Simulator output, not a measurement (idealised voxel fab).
Proc. module: voxel self aligned contacts
Each square cell in cross-section cut measures 5 nm, and the section as a whole is 240 nm wide.
How to read a cross-section here: the picture is a grid of square cells, written as bands going from the top down, and any band can span one or more rows of cells.
Per band: top height and bottom height in nm, followed by the left-to-right materials and their widths in nm; "throughout" marks a single material spanning edge to edge, "blank" marks empty space.
Convention: height 0 is the level below which the wafer, as received, is all one material. The lowest band does not terminate at the bottom but continues downward, represented as "top 0, no bottom".
The width entry "30 to 40" should be interpreted row by row: the top row of cells in the band takes the first number, the bottom row takes the second number, and the change between adjacent rows is uniform throughout.
Where a step carries "remained unchanged", the cross-section came out of it unchanged, cell for cell.
Entry "Enclosed void listing" = empty spaces >= 8 cells with no open way to the top; each as width x height at distance, distance from left edge, all nm.
On each step's line, the part that comes after the settings is the simulator's own comment on the step.
overlay nm: how far to the right of its planned place the mask lay on this masked step (negative: to the left).
In what follows, pairs of cross-sections are presented, each taken before and after one process step, with the after cross-section shown only down to the lowest band that was altered; the step, together with its settings, is stated below the pair. The pairs may stem from different runs of this module on the same starting wafer; accordingly, a pair should be taken as continuing from the one above it solely where its entry headed "State before step" indicates as much.
-- State before step
> top 60, bottom 30: blank: 60 | SiN: 45 | blank: 25 | SiN: 45 | blank: 65
> top 30, bottom 10: blank: 60 | SiN: 10 | polySi: 25 | SiN: 10 | blank: 25 | SiN: 10 | polySi: 25 | SiN: 10 | blank: 65
> top 10, bottom 0: SiN: 70 | polySi: 25 | SiN: 45 | polySi: 25 | SiN: 75
> top 0, bottom -10: SiO2 throughout
> top -10, no bottom: Si throughout
> Enclosed void listing: none
-- after
> top 50, bottom 30: blank: 60 | SiN: 45 | blank: 25 | SiN: 45 | blank: 65
> top 30, bottom 0: blank: 60 | SiN: 10 | polySi: 25 | SiN: 10 | blank: 25 | SiN: 10 | polySi: 25 | SiN: 10 | blank: 65
> For the remainder of the cross-section, below 0, there is no change.
> Enclosed void listing: none
Step lying between the two cross-sections just above: DIRECTIONAL_ETCH [etch materials SiN] [depth nm 10]
State before step: The cross-section prior to this step is the one presented after the step of the pair immediately above.
-- after
> top 60, bottom 50: SiO2 throughout
> top 50, bottom 30: SiO2: 60 | SiN: 45 | SiO2: 25 | SiN: 45 | SiO2: 65
> top 30, bottom 0: SiO2: 60 | SiN: 10 | polySi: 25 | SiN: 10 | SiO2: 25 | SiN: 10 | polySi: 25 | SiN: 10 | SiO2: 65
> For the remainder of the cross-section, below 0, there is no change.
> Enclosed void listing: none
Step lying between the two cross-sections just above: FILL_DEP [material SiO2] [thk nm 10]
State before step: The cross-section prior to this step is the one presented after the step of the pair immediately above.
-- after
> top 55, bottom 50: SiO2 throughout
> For the remainder of the cross-section, below 50, there is no change.
> Enclosed void listing: none
Step lying between the two cross-sections just above: CMP [height nm 55]
State before step: The cross-section prior to this step is the one presented after the step of the pair immediately above.
-- after
> top 70, bottom 55: resist: 90 | blank: 55 | resist: 95
> For the remainder of the cross-section, below 55, there is no change.
> Enclosed void listing: none
Step lying between the two cross-sections just above: PATTERN [tone open] [mask id CONTACT] [material resist] [width nm 55] [thk nm 15] [overlay nm 0]
State before step: The cross-section prior to this step is the one presented after the step of the pair immediately above.
-- after
> top 70, bottom 55: resist: 90 | blank: 55 | resist: 95
> top 55, bottom 50: SiO2: 90 | blank: 55 | SiO2: 95
> top 50, bottom 30: SiO2: 60 | SiN: 45 | blank: 25 | SiN: 45 | SiO2: 65
> top 30, bottom 0: SiO2: 60 | SiN: 10 | polySi: 25 | SiN: 10 | blank: 25 | SiN: 10 | polySi: 25 | SiN: 10 | SiO2: 65
> top 0, bottom -5: SiO2: 105 | blank: 25 | SiO2: 110
> For the remainder of the cross-section, below -5, there is no change.
> Enclosed void listing: none
Step lying between the two cross-sections just above: DIRECTIONAL_ETCH [etch materials SiO2] [depth nm 60]
State before step: The cross-section prior to this step is the one presented after the step of the pair immediately above.
-- after
> top 55, bottom 50: SiO2: 90 | blank: 55 | SiO2: 95
> For the remainder of the cross-section, below 50, there is no change.
> Enclosed void listing: none
Step lying between the two cross-sections just above: STRIP [etch materials resist]
State before step: The cross-section prior to this step is the one presented after the step of the pair immediately above.
-- after
> top 60, bottom 55: TiN: 95 | blank: 45 | TiN: 100
> top 55, bottom 50: SiO2: 90 | TiN: 20 | blank: 15 | TiN: 20 | SiO2: 95
> top 50, bottom 30: SiO2: 60 | SiN: 45 | TiN: 5 | blank: 15 | TiN: 5 | SiN: 45 | SiO2: 65
> top 30, bottom 0: SiO2: 60 | SiN: 10 | polySi: 25 | SiN: 10 | TiN: 5 | blank: 15 | TiN: 5 | SiN: 10 | polySi: 25 | SiN: 10 | SiO2: 65
> top 0, bottom -5: SiO2: 105 | TiN: 25 | SiO2: 110
> For the remainder of the cross-section, below -5, there is no change.
> Enclosed void listing: none
Step lying between the two cross-sections just above: CONFORMAL_DEP [material TiN] [thk nm 5]
State before step: The cross-section prior to this step is the one presented after the step of the pair immediately above.
-- after
> top 70, bottom 60: W throughout
> top 60, bottom 55: TiN: 95 | W: 45 | TiN: 100
> top 55, bottom 50: SiO2: 90 | TiN: 20 | W: 15 | TiN: 20 | SiO2: 95
> top 50, bottom 30: SiO2: 60 | SiN: 45 | TiN: 5 | W: 15 | TiN: 5 | SiN: 45 | SiO2: 65
> top 30, bottom 0: SiO2: 60 | SiN: 10 | polySi: 25 | SiN: 10 | TiN: 5 | W: 15 | TiN: 5 | SiN: 10 | polySi: 25 | SiN: 10 | SiO2: 65
> For the remainder of the cross-section, below 0, there is no change.
> Enclosed void listing: none
Step lying between the two cross-sections just above: FILL_DEP [material W] [thk nm 10]
State before step: The cross-section prior to this step is the one presented after the step of the pair immediately above.
-- after
> top 55, bottom 50: SiO2: 90 | TiN: 20 | W: 15 | TiN: 20 | SiO2: 95
> For the remainder of the cross-section, below 50, there is no change.
> Enclosed void listing: none
Step lying between the two cross-sections just above: CMP [height nm 55]
State before step: The cross-section prior to this step is the one presented after the step of the pair immediately above.
-- after
> top 60, bottom 55: SiCN throughout
> For the remainder of the cross-section, below 55, there is no change.
> Enclosed void listing: none
Step lying between the two cross-sections just above: CONFORMAL_DEP [material SiCN] [thk nm 5]
-- State before step
> top 55, bottom 50: SiO2 throughout
> top 50, bottom 30: SiO2: 60 | SiN: 45 | SiO2: 25 | SiN: 45 | SiO2: 65
> top 30, bottom 0: SiO2: 60 | SiN: 10 | polySi: 25 | SiN: 10 | SiO2: 25 | SiN: 10 | polySi: 25 | SiN: 10 | SiO2: 65
> top 0, bottom -5: SiO2 throughout
> top -5, no bottom: Si throughout
> Enclosed void listing: none
-- after
> top 70, bottom 55: resist: 85 | blank: 65 | resist: 90
> For the remainder of the cross-section, below 55, there is no change.
> Enclosed void listing: none
Step lying between the two cross-sections just above: PATTERN [tone open] [mask id CONTACT] [material resist] [width nm 65] [thk nm 15] [overlay nm 0]
State before step: The cross-section prior to this step is the one presented after the step of the pair immediately above.
-- after
> top 70, bottom 55: resist: 85 | blank: 65 | resist: 90
> top 55, bottom 50: SiO2: 85 | blank: 65 | SiO2: 90
> top 50, bottom 30: SiO2: 60 | SiN: 45 | blank: 25 | SiN: 45 | SiO2: 65
> top 30, bottom 0: SiO2: 60 | SiN: 10 | polySi: 25 | SiN: 10 | blank: 25 | SiN: 10 | polySi: 25 | SiN: 10 | SiO2: 65
> top 0, bottom -5: SiO2: 105 | blank: 25 | SiO2: 110
> For the remainder of the cross-section, below -5, there is no change.
> Enclosed void listing: none
Step lying between the two cross-sections just above: DIRECTIONAL_ETCH [etch materials SiO2] [depth nm 60]
State before step: The cross-section prior to this step is the one presented after the step of the pair immediately above.
-- after
> top 55, bottom 50: SiO2: 85 | blank: 65 | SiO2: 90
> For the remainder of the cross-section, below 50, there is no change.
> Enclosed void listing: none
Step lying between the two cross-sections just above: STRIP [etch materials resist]
State before step: The cross-section prior to this step is the one presented after the step of the pair immediately above.
-- after
> top 60, bottom 55: TiN: 90 | blank: 55 | TiN: 95
> top 55, bottom 50: SiO2: 85 | TiN: 25 | blank: 15 | TiN: 25 | SiO2: 90
> top 50, bottom 30: SiO2: 60 | SiN: 45 | TiN: 5 | blank: 15 | TiN: 5 | SiN: 45 | SiO2: 65
> top 30, bottom 0: SiO2: 60 | SiN: 10 | polySi: 25 | SiN: 10 | TiN: 5 | blank: 15 | TiN: 5 | SiN: 10 | polySi: 25 | SiN: 10 | SiO2: 65
> top 0, bottom -5: SiO2: 105 | TiN: 25 | SiO2: 110
> For the remainder of the cross-section, below -5, there is no change.
> Enclosed void listing: none
Step lying between the two cross-sections just above: CONFORMAL_DEP [material TiN] [thk nm 5]
State before step: The cross-section prior to this step is the one presented after the step of the pair immediately above.
-- after
> top 70, bottom 60: W throughout
> top 60, bottom 55: TiN: 90 | W: 55 | TiN: 95
> top 55, bottom 50: SiO2: 85 | TiN: 25 | W: 15 | TiN: 25 | SiO2: 90
> top 50, bottom 30: SiO2: 60 | SiN: 45 | TiN: 5 | W: 15 | TiN: 5 | SiN: 45 | SiO2: 65
> top 30, bottom 0: SiO2: 60 | SiN: 10 | polySi: 25 | SiN: 10 | TiN: 5 | W: 15 | TiN: 5 | SiN: 10 | polySi: 25 | SiN: 10 | SiO2: 65
> For the remainder of the cross-section, below 0, there is no change.
> Enclosed void listing: none
Step lying between the two cross-sections just above: FILL_DEP [material W] [thk nm 10]
State before step: The cross-section prior to this step is the one presented after the step of the pair immediately above.
-- after
> top 55, bottom 50: SiO2: 85 | TiN: 25 | W: 15 | TiN: 25 | SiO2: 90
> For the remainder of the cross-section, below 50, there is no change.
> Enclosed void listing: none
Step lying between the two cross-sections just above: CMP [height nm 55]
State before step: The cross-section prior to this step is the one presented after the step of the pair immediately above.
-- after
> top 60, bottom 55: SiCN throughout
> For the remainder of the cross-section, below 55, there is no change.
> Enclosed void listing: none
Step lying between the two cross-sections just above: CONFORMAL_DEP [material SiCN] [thk nm 5]
-- State before step
> top 55, bottom 50: SiO2 throughout
> top 50, bottom 30: SiO2: 60 | SiN: 45 | SiO2: 25 | SiN: 45 | SiO2: 65
> top 30, bottom 0: SiO2: 60 | SiN: 10 | polySi: 25 | SiN: 10 | SiO2: 25 | SiN: 10 | polySi: 25 | SiN: 10 | SiO2: 65
> top 0, bottom -5: SiO2 throughout
> top -5, no bottom: Si throughout
> Enclosed void listing: none
-- after
> top 70, bottom 55: resist: 95 | blank: 55 | resist: 90
> For the remainder of the cross-section, below 55, there is no change.
> Enclosed void listing: none
Step lying between the two cross-sections just above: PATTERN [tone open] [mask id CONTACT] [material resist] [width nm 55] [thk nm 15] [overlay nm 5]
State before step: The cross-section prior to this step is the one presented after the step of the pair immediately above.
-- after
> top 70, bottom 55: resist: 95 | blank: 55 | resist: 90
> top 55, bottom 50: SiO2: 95 | blank: 55 | SiO2: 90
> top 50, bottom 30: SiO2: 60 | SiN: 45 | blank: 25 | SiN: 45 | SiO2: 65
> top 30, bottom 0: SiO2: 60 | SiN: 10 | polySi: 25 | SiN: 10 | blank: 25 | SiN: 10 | polySi: 25 | SiN: 10 | SiO2: 65
> top 0, bottom -5: SiO2: 105 | blank: 25 | SiO2: 110
> For the remainder of the cross-section, below -5, there is no change.
> Enclosed void listing: none
Step lying between the two cross-sections just above: DIRECTIONAL_ETCH [etch materials SiO2] [depth nm 60]
State before step: The cross-section prior to this step is the one presented after the step of the pair immediately above.
-- after
> top 55, bottom 50: SiO2: 95 | blank: 55 | SiO2: 90
> For the remainder of the cross-section, below 50, there is no change.
> Enclosed void listing: none
Step lying between the two cross-sections just above: STRIP [etch materials resist]
State before step: The cross-section prior to this step is the one presented after the step of the pair immediately above.
-- after
> top 60, bottom 55: TiN: 100 | blank: 45 | TiN: 95
> top 55, bottom 50: SiO2: 95 | TiN: 15 | blank: 15 | TiN: 25 | SiO2: 90
> top 50, bottom 30: SiO2: 60 | SiN: 45 | TiN: 5 | blank: 15 | TiN: 5 | SiN: 45 | SiO2: 65
> top 30, bottom 0: SiO2: 60 | SiN: 10 | polySi: 25 | SiN: 10 | TiN: 5 | blank: 15 | TiN: 5 | SiN: 10 | polySi: 25 | SiN: 10 | SiO2: 65
> top 0, bottom -5: SiO2: 105 | TiN: 25 | SiO2: 110
> For the remainder of the cross-section, below -5, there is no change.
> Enclosed void listing: none
Step lying between the two cross-sections just above: CONFORMAL_DEP [material TiN] [thk nm 5]
State before step: The cross-section prior to this step is the one presented after the step of the pair immediately above.
-- after
> top 70, bottom 60: W throughout
> top 60, bottom 55: TiN: 100 | W: 45 | TiN: 95
> top 55, bottom 50: SiO2: 95 | TiN: 15 | W: 15 | TiN: 25 | SiO2: 90
> top 50, bottom 30: SiO2: 60 | SiN: 45 | TiN: 5 | W: 15 | TiN: 5 | SiN: 45 | SiO2: 65
> top 30, bottom 0: SiO2: 60 | SiN: 10 | polySi: 25 | SiN: 10 | TiN: 5 | W: 15 | TiN: 5 | SiN: 10 | polySi: 25 | SiN: 10 | SiO2: 65
> For the remainder of the cross-section, below 0, there is no change.
> Enclosed void listing: none
Step lying between the two cross-sections just above: FILL_DEP [material W] [thk nm 10]
State before step: The cross-section prior to this step is the one presented after the step of the pair immediately above.
-- after
> top 55, bottom 50: SiO2: 95 | TiN: 15 | W: 15 | TiN: 25 | SiO2: 90
> For the remainder of the cross-section, below 50, there is no change.
> Enclosed void listing: none
Step lying between the two cross-sections just above: CMP [height nm 55]
State before step: The cross-section prior to this step is the one presented after the step of the pair immediately above.
-- after
> top 60, bottom 55: SiCN throughout
> For the remainder of the cross-section, below 55, there is no change.
> Enclosed void listing: none
Step lying between the two cross-sections just above: CONFORMAL_DEP [material SiCN] [thk nm 5]
-- State before step
> top 55, bottom 50: SiO2: 90 | TiN: 20 | W: 15 | TiN: 20 | SiO2: 95
> top 50, bottom 30: SiO2: 60 | SiN: 45 | TiN: 5 | W: 15 | TiN: 5 | SiN: 45 | SiO2: 65
> top 30, bottom 0: SiO2: 60 | SiN: 10 | polySi: 25 | SiN: 10 | TiN: 5 | W: 15 | TiN: 5 | SiN: 10 | polySi: 25 | SiN: 10 | SiO2: 65
> top 0, bottom -5: SiO2: 105 | TiN: 25 | SiO2: 110
> top -5, no bottom: Si throughout
> Enclosed void listing: none
-- after
> top 60, bottom 55: polySi throughout
> For the remainder of the cross-section, below 55, there is no change.
> Enclosed void listing: none
Step lying between the two cross-sections just above: CONFORMAL_DEP [material polySi] [thk nm 5]
-- State before step
> top 55, bottom 50: SiO2 throughout
> top 50, bottom 30: SiO2: 60 | SiN: 45 | SiO2: 25 | SiN: 45 | SiO2: 65
> top 30, bottom 0: SiO2: 60 | SiN: 10 | polySi: 25 | SiN: 10 | SiO2: 25 | SiN: 10 | polySi: 25 | SiN: 10 | SiO2: 65
> top 0, bottom -5: SiO2 throughout
> top -5, no bottom: Si throughout
> Enclosed void listing: none
-- after
> top 70, bottom 55: blank: 90 | resist: 55 | blank: 95
> For the remainder of the cross-section, below 55, there is no change.
> Enclosed void listing: none
Step lying between the two cross-sections just above: PATTERN [tone cover] [mask id CONTACT] [material resist] [width nm 55] [thk nm 15] [overlay nm 0]
State before step: The cross-section prior to this step is the one presented after the step of the pair immediately above.
-- after
> top 70, bottom 55: blank: 90 | resist: 55 | blank: 95
> top 55, bottom 50: blank: 90 | SiO2: 55 | blank: 95
> top 50, bottom 30: blank: 60 | SiN: 45 | SiO2: 25 | SiN: 45 | blank: 65
> top 30, bottom 0: blank: 60 | SiN: 10 | polySi: 25 | SiN: 10 | SiO2: 25 | SiN: 10 | polySi: 25 | SiN: 10 | blank: 65
> top 0, bottom -5: blank: 60 | SiO2: 115 | blank: 65
> For the remainder of the cross-section, below -5, there is no change.
> Enclosed void listing: none
Step lying between the two cross-sections just above: DIRECTIONAL_ETCH [etch materials SiO2] [depth nm 60]
State before step: The cross-section prior to this step is the one presented after the step of the pair immediately above.
-- after
> top 55, bottom 50: blank: 90 | SiO2: 55 | blank: 95
> For the remainder of the cross-section, below 50, there is no change.
> Enclosed void listing: none
Step lying between the two cross-sections just above: STRIP [etch materials resist]
State before step: The cross-section prior to this step is the one presented after the step of the pair immediately above.
-- after
> top 60, bottom 55: blank: 85 | TiN: 65 | blank: 90
> top 55, bottom 50: blank: 55 | TiN: 35 | SiO2: 55 | TiN: 35 | blank: 60
> top 50, bottom 30: blank: 55 | TiN: 5 | SiN: 45 | SiO2: 25 | SiN: 45 | TiN: 5 | blank: 60
> top 30, bottom 0: blank: 55 | TiN: 5 | SiN: 10 | polySi: 25 | SiN: 10 | SiO2: 25 | SiN: 10 | polySi: 25 | SiN: 10 | TiN: 5 | blank: 60
> top 0, bottom -5: TiN: 60 | SiO2: 115 | TiN: 65
> For the remainder of the cross-section, below -5, there is no change.
> Enclosed void listing: none
Step lying between the two cross-sections just above: CONFORMAL_DEP [material TiN] [thk nm 5]
State before step: The cross-section prior to this step is the one presented after the step of the pair immediately above.
-- after
> top 70, bottom 60: W throughout
> top 60, bottom 55: W: 85 | TiN: 65 | W: 90
> top 55, bottom 50: W: 55 | TiN: 35 | SiO2: 55 | TiN: 35 | W: 60
> top 50, bottom 30: W: 55 | TiN: 5 | SiN: 45 | SiO2: 25 | SiN: 45 | TiN: 5 | W: 60
> top 30, bottom 0: W: 55 | TiN: 5 | SiN: 10 | polySi: 25 | SiN: 10 | SiO2: 25 | SiN: 10 | polySi: 25 | SiN: 10 | TiN: 5 | W: 60
> For the remainder of the cross-section, below 0, there is no change.
> Enclosed void listing: none
Step lying between the two cross-sections just above: FILL_DEP [material W] [thk nm 10]
State before step: The cross-section prior to this step is the one presented after the step of the pair immediately above.
-- after
> top 55, bottom 50: W: 55 | TiN: 35 | SiO2: 55 | TiN: 35 | W: 60
> For the remainder of the cross-section, below 50, there is no change.
> Enclosed void listing: none
Step lying between the two cross-sections just above: CMP [height nm 55]
State before step: The cross-section prior to this step is the one presented after the step of the pair immediately above.
-- after
> top 60, bottom 55: SiCN throughout
> For the remainder of the cross-section, below 55, there is no change.
> Enclosed void listing: none
Step lying between the two cross-sections just above: CONFORMAL_DEP [material SiCN] [thk nm 5]
